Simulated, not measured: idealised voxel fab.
Process module heading - voxel air gaps
cross-section cut | 300 nm wide | cells 5 nm
If you're reading a cross-section in this doc, picture square cells in a grid; it comes to you as bands, top ones listed first down to the bottom, and a band can be one or more rows of cells. In this notation a band is specified by the heights of its top and bottom, in that order and in nm, after which its materials appear from left to right, each paired with its width in nm. The word "full width" attached to a single material means that material fills the band from edge to edge; the word "empty" stands for empty space. Height 0 is the level under which the wafer as received is all one material. The lowest band goes on downwards, as in "0 and below". A width given as "30->40" starts at the first number in the band's top row and ends at the second number in its bottom row, shifting by an equal amount at every step from row to row. Basically "no change occurred" means that step didn't change any cell in the cross-section. The entry "Closed cavity list" lists the empty spaces that cover at least 8 cells and have no open path to the top. Each is written as width x height at distance, where the distance is measured from the left edge and all three values are in nm. Anything after a step's settings on that line? It's the simulator's own note about the step. overlay nm: mask right of planned place by this much (step with mask). Neg. = left.

# This section lists the process steps that were planned
1 RECEIVE: material Si
2 CONFORMAL_DEP: material SiO2, thk nm 15
3 CONFORMAL_DEP: material SiN, thk nm 5
4 DIRECTIONAL_DEP: material lowk, thk nm 35
5 PATTERN: tone open, mask id LINES, material resist, width nm 15, pitch nm 40, thk nm 15, overlay nm 0
6 DIRECTIONAL_ETCH: etch materials lowk, depth nm 35
7 STRIP: etch materials resist
8 CONFORMAL_DEP: material TiN, thk nm 5
9 FILL_DEP: material Ru, thk nm 5
10 CMP: height nm 55
11 EPI: material Ru, thk nm 10
12 SELECTIVE_ETCH: etch materials lowk, depth nm 45
13 CONFORMAL_DEP: material SiCN, thk nm 5

# The first of a set of two wafers, run to plan

# Wafer at receipt (post step 1), cross-section
* 0 and below: Si full width
* Closed cavity list: none

# Cross-section through the wafer, step 2 finished
* 15 down to 0: SiO2 full width
* All layers under 0 are left as they were.

# Cross-section through the wafer, step 3 finished
* 20 down to 15: SiN full width
* All layers under 15 are left as they were.

# Cross-section through the wafer, step 4 finished
* 55 down to 20: lowk full width
* All layers under 20 are left as they were.

# Cross-section through the wafer, step 5 finished
* 70 down to 55: resist 80 | empty 15 | resist 25 | empty 15 | resist 25 | empty 15 | resist 25 | empty 15 | resist 85
* All layers under 55 are left as they were.

# Cross-section through the wafer, step 6 finished
* 70 down to 55: resist 80 | empty 15 | resist 25 | empty 15 | resist 25 | empty 15 | resist 25 | empty 15 | resist 85
* 55 down to 20: lowk 80 | empty 15 | lowk 25 | empty 15 | lowk 25 | empty 15 | lowk 25 | empty 15 | lowk 85
* All layers under 20 are left as they were.

# Cross-section through the wafer, step 7 finished
* 55 down to 20: lowk 80 | empty 15 | lowk 25 | empty 15 | lowk 25 | empty 15 | lowk 25 | empty 15 | lowk 85
* All layers under 20 are left as they were.

# Cross-section through the wafer, step 8 finished
* 60 down to 55: TiN 85 | empty 5 | TiN 35 | empty 5 | TiN 35 | empty 5 | TiN 35 | empty 5 | TiN 90
* 55 down to 25: lowk 80 | TiN 5 | empty 5 | TiN 5 | lowk 25 | TiN 5 | empty 5 | TiN 5 | lowk 25 | TiN 5 | empty 5 | TiN 5 | lowk 25 | TiN 5 | empty 5 | TiN 5 | lowk 85
* 25 down to 20: lowk 80 | TiN 15 | lowk 25 | TiN 15 | lowk 25 | TiN 15 | lowk 25 | TiN 15 | lowk 85
* All layers under 20 are left as they were.

# Cross-section through the wafer, step 9 finished
* 65 down to 60: Ru full width
* 60 down to 55: TiN 85 | Ru 5 | TiN 35 | Ru 5 | TiN 35 | Ru 5 | TiN 35 | Ru 5 | TiN 90
* 55 down to 25: lowk 80 | TiN 5 | Ru 5 | TiN 5 | lowk 25 | TiN 5 | Ru 5 | TiN 5 | lowk 25 | TiN 5 | Ru 5 | TiN 5 | lowk 25 | TiN 5 | Ru 5 | TiN 5 | lowk 85
* All layers under 25 are left as they were.

# Cross-section through the wafer, step 10 finished
* 55 down to 25: lowk 80 | TiN 5 | Ru 5 | TiN 5 | lowk 25 | TiN 5 | Ru 5 | TiN 5 | lowk 25 | TiN 5 | Ru 5 | TiN 5 | lowk 25 | TiN 5 | Ru 5 | TiN 5 | lowk 85
* All layers under 25 are left as they were.

# Cross-section through the wafer, step 11 finished
* 65 down to 55: empty 70 | Ru 35 | empty 5 | Ru 35 | empty 5 | Ru 35 | empty 5 | Ru 35 | empty 75
* All layers under 55 are left as they were.

# Cross-section through the wafer, step 12 finished
* 65 down to 55: empty 70 | Ru 35 | empty 5 | Ru 35 | empty 5 | Ru 35 | empty 5 | Ru 35 | empty 75
* 55 down to 25: empty 80 | TiN 5 | Ru 5 | TiN 5 | empty 25 | TiN 5 | Ru 5 | TiN 5 | empty 25 | TiN 5 | Ru 5 | TiN 5 | empty 25 | TiN 5 | Ru 5 | TiN 5 | empty 85
* 25 down to 20: empty 80 | TiN 15 | empty 25 | TiN 15 | empty 25 | TiN 15 | empty 25 | TiN 15 | empty 85
* All layers under 20 are left as they were.

# Cross-section through the wafer, step 13 finished
* 70 down to 65: empty 65 | SiCN 165 | empty 70
* 65 down to 55: empty 65 | SiCN 5 | Ru 35 | SiCN 5 | Ru 35 | SiCN 5 | Ru 35 | SiCN 5 | Ru 35 | SiCN 5 | empty 70
* 55 down to 50: empty 65 | SiCN 15 | TiN 5 | Ru 5 | TiN 5 | SiCN 25 | TiN 5 | Ru 5 | TiN 5 | SiCN 25 | TiN 5 | Ru 5 | TiN 5 | SiCN 25 | TiN 5 | Ru 5 | TiN 5 | SiCN 15 | empty 70
* 50 down to 25: empty 75 | SiCN 5 | TiN 5 | Ru 5 | TiN 5 | SiCN 5 | empty 15 | SiCN 5 | TiN 5 | Ru 5 | TiN 5 | SiCN 5 | empty 15 | SiCN 5 | TiN 5 | Ru 5 | TiN 5 | SiCN 5 | empty 15 | SiCN 5 | TiN 5 | Ru 5 | TiN 5 | SiCN 5 | empty 80
* 25 down to 20: SiCN 80 | TiN 15 | SiCN 25 | TiN 15 | SiCN 25 | TiN 15 | SiCN 25 | TiN 15 | SiCN 85
* All layers under 20 are left as they were.
* Closed cavity list: 15 x 25 at 100; 15 x 25 at 140; 15 x 25 at 180

# Here the second wafer is described. Its start and its plan were those of the first wafer. Its run contained one mistake. Up to and including step 12, it did exactly what the first wafer did

# Second wafer shown in cross-section at the time step 13 was slated to end
* 70 down to 65: empty 65 | lowk 165 | empty 70
* 65 down to 55: empty 65 | lowk 5 | Ru 35 | lowk 5 | Ru 35 | lowk 5 | Ru 35 | lowk 5 | Ru 35 | lowk 5 | empty 70
* 55 down to 50: empty 65 | lowk 15 | TiN 5 | Ru 5 | TiN 5 | lowk 25 | TiN 5 | Ru 5 | TiN 5 | lowk 25 | TiN 5 | Ru 5 | TiN 5 | lowk 25 | TiN 5 | Ru 5 | TiN 5 | lowk 15 | empty 70
* 50 down to 25: empty 75 | lowk 5 | TiN 5 | Ru 5 | TiN 5 | lowk 5 | empty 15 | lowk 5 | TiN 5 | Ru 5 | TiN 5 | lowk 5 | empty 15 | lowk 5 | TiN 5 | Ru 5 | TiN 5 | lowk 5 | empty 15 | lowk 5 | TiN 5 | Ru 5 | TiN 5 | lowk 5 | empty 80
* 25 down to 20: lowk 80 | TiN 15 | lowk 25 | TiN 15 | lowk 25 | TiN 15 | lowk 25 | TiN 15 | lowk 85
* All layers under 20 are left as they were.
* Closed cavity list: 15 x 25 at 100; 15 x 25 at 140; 15 x 25 at 180
The plan and the run diverged here: step 13 was run on a setting that differed from the plan, and what really ran there is CONFORMAL_DEP: material lowk, thk nm 5
Final tally in cells, some materials are higher or lower on the second wafer than on the first: SiCN -152; lowk +152
